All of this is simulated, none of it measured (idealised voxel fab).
process module | voxel air gaps
cross-section cut | 295 nm wide | cells 5 nm
A cross-section is a grid of square cells, given in bands from the top down. A band is one or more rows of cells.
Each band's line starts with the height of the band's top and of its bottom, in nm. Then come its materials from left to right, each with its width in nm. One material with "throughout" fills the band from edge to edge. "air" is empty space.
Height 0 is the level under which the wafer as received is all one material. The lowest band goes on downwards, as in "0 down".
A width such as "30 to 40" changes by the same amount from each row of cells to the next, from the band's top row to its bottom row.
"no change" after a step means that no cell of the cross-section changed.
closed voids: empty space of 8 cells or more with no open way to the top, each as width x height at its distance from the left edge, in nm
after a step's settings: what the simulator itself notes on the step
overlay nm, on a step with a mask: how far to the right of its planned place the mask lay; to the left if negative
plan
1 op RECEIVE | material Si
2 op CONFORMAL_DEP | material SiO2 | thk nm 10
3 op CONFORMAL_DEP | material SiCN | thk nm 5
4 op DIRECTIONAL_DEP | material SiO2 | thk nm 40
5 op DIRECTIONAL_DEP | material aC | thk nm 15
6 op PATTERN | tone open | mask id LINES | material resist | width nm 25 | pitch nm 50 | thk nm 30 | overlay nm 0
7 op DIRECTIONAL_ETCH | etch materials aC | depth nm 15
8 op STRIP | etch materials resist
9 op DIRECTIONAL_ETCH | etch materials SiO2 | depth nm 40
10 op STRIP | etch materials aC
11 op CONFORMAL_DEP | material TiN | thk nm 5
12 op FILL_DEP | material Cu | thk nm 10
13 op CMP | height nm 55
14 op EPI | material Ru | thk nm 10
15 op SELECTIVE_ETCH | etch materials SiO2 | depth nm 50
16 op CONFORMAL_DEP | material SiCN | thk nm 5
first wafer, as planned
as received, after step 1
  0 down: Si throughout
  closed voids: none
after step 2
  10 to 0: SiO2 throughout
  below 0: unchanged
after step 3
  15 to 10: SiCN throughout
  below 10: unchanged
after step 4
  55 to 15: SiO2 throughout
  below 15: unchanged
after step 5
  70 to 55: aC throughout
  below 55: unchanged
after step 6
  100 to 70: resist 60 | air 25 | resist 25 | air 25 | resist 25 | air 25 | resist 25 | air 25 | resist 60
  below 70: unchanged
after step 7
  85 to 70: resist 60 | air 25 | resist 25 | air 25 | resist 25 | air 25 | resist 25 | air 25 | resist 60
  70 to 55: aC 60 | air 25 | aC 25 | air 25 | aC 25 | air 25 | aC 25 | air 25 | aC 60
  below 55: unchanged
after step 8
  70 to 55: aC 60 | air 25 | aC 25 | air 25 | aC 25 | air 25 | aC 25 | air 25 | aC 60
  below 55: unchanged
after step 9
  70 to 55: aC 60 | air 25 | aC 25 | air 25 | aC 25 | air 25 | aC 25 | air 25 | aC 60
  55 to 15: SiO2 60 | air 25 | SiO2 25 | air 25 | SiO2 25 | air 25 | SiO2 25 | air 25 | SiO2 60
  below 15: unchanged
after step 10
  55 to 15: SiO2 60 | air 25 | SiO2 25 | air 25 | SiO2 25 | air 25 | SiO2 25 | air 25 | SiO2 60
  below 15: unchanged
after step 11
  60 to 55: TiN 65 | air 15 | TiN 35 | air 15 | TiN 35 | air 15 | TiN 35 | air 15 | TiN 65
  55 to 20: SiO2 60 | TiN 5 | air 15 | TiN 5 | SiO2 25 | TiN 5 | air 15 | TiN 5 | SiO2 25 | TiN 5 | air 15 | TiN 5 | SiO2 25 | TiN 5 | air 15 | TiN 5 | SiO2 60
  20 to 15: SiO2 60 | TiN 25 | SiO2 25 | TiN 25 | SiO2 25 | TiN 25 | SiO2 25 | TiN 25 | SiO2 60
  below 15: unchanged
after step 12
  70 to 60: Cu throughout
  60 to 55: TiN 65 | Cu 15 | TiN 35 | Cu 15 | TiN 35 | Cu 15 | TiN 35 | Cu 15 | TiN 65
  55 to 20: SiO2 60 | TiN 5 | Cu 15 | TiN 5 | SiO2 25 | TiN 5 | Cu 15 | TiN 5 | SiO2 25 | TiN 5 | Cu 15 | TiN 5 | SiO2 25 | TiN 5 | Cu 15 | TiN 5 | SiO2 60
  below 20: unchanged
after step 13
  55 to 20: SiO2 60 | TiN 5 | Cu 15 | TiN 5 | SiO2 25 | TiN 5 | Cu 15 | TiN 5 | SiO2 25 | TiN 5 | Cu 15 | TiN 5 | SiO2 25 | TiN 5 | Cu 15 | TiN 5 | SiO2 60
  below 20: unchanged
after step 14
  65 to 55: air 50 | Ru 45 | air 5 | Ru 45 | air 5 | Ru 45 | air 5 | Ru 45 | air 50
  below 55: unchanged
after step 15
  65 to 55: air 50 | Ru 45 | air 5 | Ru 45 | air 5 | Ru 45 | air 5 | Ru 45 | air 50
  55 to 20: air 60 | TiN 5 | Cu 15 | TiN 5 | air 25 | TiN 5 | Cu 15 | TiN 5 | air 25 | TiN 5 | Cu 15 | TiN 5 | air 25 | TiN 5 | Cu 15 | TiN 5 | air 60
  20 to 15: air 60 | TiN 25 | air 25 | TiN 25 | air 25 | TiN 25 | air 25 | TiN 25 | air 60
  below 15: unchanged
after step 16
  70 to 65: air 45 | SiCN 205 | air 45
  65 to 55: air 45 | SiCN 5 | Ru 45 | SiCN 5 | Ru 45 | SiCN 5 | Ru 45 | SiCN 5 | Ru 45 | SiCN 5 | air 45
  55 to 50: air 45 | SiCN 15 | TiN 5 | Cu 15 | TiN 5 | SiCN 25 | TiN 5 | Cu 15 | TiN 5 | SiCN 25 | TiN 5 | Cu 15 | TiN 5 | SiCN 25 | TiN 5 | Cu 15 | TiN 5 | SiCN 15 | air 45
  50 to 20: air 55 | SiCN 5 | TiN 5 | Cu 15 | TiN 5 | SiCN 5 | air 15 | SiCN 5 | TiN 5 | Cu 15 | TiN 5 | SiCN 5 | air 15 | SiCN 5 | TiN 5 | Cu 15 | TiN 5 | SiCN 5 | air 15 | SiCN 5 | TiN 5 | Cu 15 | TiN 5 | SiCN 5 | air 55
  20 to 15: SiCN 60 | TiN 25 | SiCN 25 | TiN 25 | SiCN 25 | TiN 25 | SiCN 25 | TiN 25 | SiCN 60
  below 15: unchanged
  closed voids: 15 x 30 at 90; 15 x 30 at 140; 15 x 30 at 190
second wafer: like start, like plan, one mistake. Through step 12 it matches the first wafer
when step 13 should have ended
  60 to 55: TiN 65 | Cu 15 | TiN 35 | Cu 15 | TiN 35 | Cu 15 | TiN 35 | Cu 15 | TiN 65
  below 55: unchanged
when step 14 should have ended
  70 to 60: Ru throughout
  below 60: unchanged
when step 15 should have ended: no change
when step 16 should have ended
  75 to 70: SiCN throughout
  below 70: unchanged
what went wrong: step 13 ran as: op CMP | height nm 60
at the end the second wafer has, in cells: 12 more of Cu | 46 more of Ru | 100 fewer of SiCN | 312 more of SiO2 | 47 more of TiN
closed voids at the end (first wafer, second wafer): 3, 0
